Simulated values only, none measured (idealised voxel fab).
The name of this process module is voxel self aligned contacts.
This is section cut - it's 195 nm across, gridded in 5 nm square cells.
Cross-section layout: square cells on a grid; listed as bands, top to bottom; a band spans one or more cell rows. Band entry format. Leading values: height of top, height of bottom, nm. Remainder: materials in left-to-right order, each with its width in nm. Special words: "throughout" on a single material, which then fills the band edge to edge; "blank", empty space. Height reference: 0 = level under which incoming wafer is all one material. Lowest band: no bottom, runs on downward, e.g. "0 -> down". Top row gets the first number, bottom row gets the second, and each row in between changes by the same step: that is how a band width like "30..40" works. Given "nothing altered" for a step, no cell of the cross-section differs between before and after that step. For the entry "Completely sealed voids", the listed items are empty spaces with no open way to the top whose size is 8 cells or more; each item follows the pattern width x height at distance, where distance is from the left edge and all three are in nm. Note: text after step settings on the step line = simulator remark on that step. "overlay nm" on a masked step: distance the mask lay right of its planned place, negative for left.

### Intended process steps
| 1 | RECEIVE with material Si |
| 2 | OXIDIZE with depth nm 5 |
| 3 | DIRECTIONAL_DEP with material polySi, thk nm 30 |
| 4 | DIRECTIONAL_DEP with material SiN, thk nm 25 |
| 5 | PATTERN with tone cover, mask id GATE, material resist, width nm 30, pitch nm 75, thk nm 15, overlay nm 0 |
| 6 | DIRECTIONAL_ETCH with etch materials SiN, depth nm 25 |
| 7 | DIRECTIONAL_ETCH with etch materials polySi, depth nm 30 |
| 8 | STRIP with etch materials resist |
| 9 | CONFORMAL_DEP with material SiN, thk nm 10 |
| 10 | DIRECTIONAL_ETCH with etch materials SiN, depth nm 10 |
| 11 | FILL_DEP with material SiO2, thk nm 20 |
| 12 | CMP with height nm 65 |
| 13 | MASKED_ETCH with tone open, mask id CONTACT, width nm 55, etch materials SiO2, depth nm 70, overlay nm 0 |
| 14 | CONFORMAL_DEP with material TiN, thk nm 5 |
| 15 | FILL_DEP with material W, thk nm 5 |
| 16 | CMP with height nm 65 |
| 17 | CONFORMAL_DEP with material SiCN, thk nm 5 |
Wafer-to-wafer difference: depth nm, step 2. Common start. Plan = first wafer's value.

### Received condition of the first of several wafers, sectioned: post-step 1
0 -> down  Si throughout
Completely sealed voids: none

### After the module's final step, step 17: the first of several wafers in cross-section
70 -> 65  SiCN throughout
65 -> 55  70 of SiO2  5..20 of TiN  45..15 of W  5..20 of TiN  70 of SiO2
55 -> 30  35 of SiO2  50 of SiN  5 of TiN  15 of W  5 of TiN  50 of SiN  35 of SiO2
30 -> 0  35 of SiO2  10 of SiN  30 of polySi  10 of SiN  5 of TiN  15 of W  5 of TiN  10 of SiN  30 of polySi  10 of SiN  35 of SiO2
0 -> -5  85 of SiO2  25 of TiN  85 of SiO2
-5 -> down  Si throughout
Completely sealed voids: none

### End of module: cross-section, last of several wafers
70 -> 65  SiCN throughout
65 -> 55  70 of SiO2  5..20 of TiN  45..15 of W  5..20 of TiN  70 of SiO2
55 -> 30  35 of SiO2  50 of SiN  5 of TiN  15 of W  5 of TiN  50 of SiN  35 of SiO2
30 -> 0  35 of SiO2  10 of SiN  30 of polySi  10 of SiN  5 of TiN  15 of W  5 of TiN  10 of SiN  30 of polySi  10 of SiN  35 of SiO2
0 -> -5  85 of SiO2  25 of TiN  85 of SiO2
-5 -> -20  SiO2 throughout
-20 -> down  Si throughout
Completely sealed voids: none

### Per-wafer rows below. For each material: cells gained (+) or lost (-) since the wafer was received, as of end of module. Then: closed voids
depth nm 5 | -39 Si | +39 SiCN | +148 SiN | +244 SiO2 | +37 TiN | +45 W | +72 polySi | Completely sealed voids: none
depth nm 10 | -78 Si | +39 SiCN | +148 SiN | +283 SiO2 | +37 TiN | +45 W | +72 polySi | Completely sealed voids: none
depth nm 15 | -117 Si | +39 SiCN | +148 SiN | +322 SiO2 | +37 TiN | +45 W | +72 polySi | Completely sealed voids: none
depth nm 20 | -156 Si | +39 SiCN | +148 SiN | +361 SiO2 | +37 TiN | +45 W | +72 polySi | Completely sealed voids: none
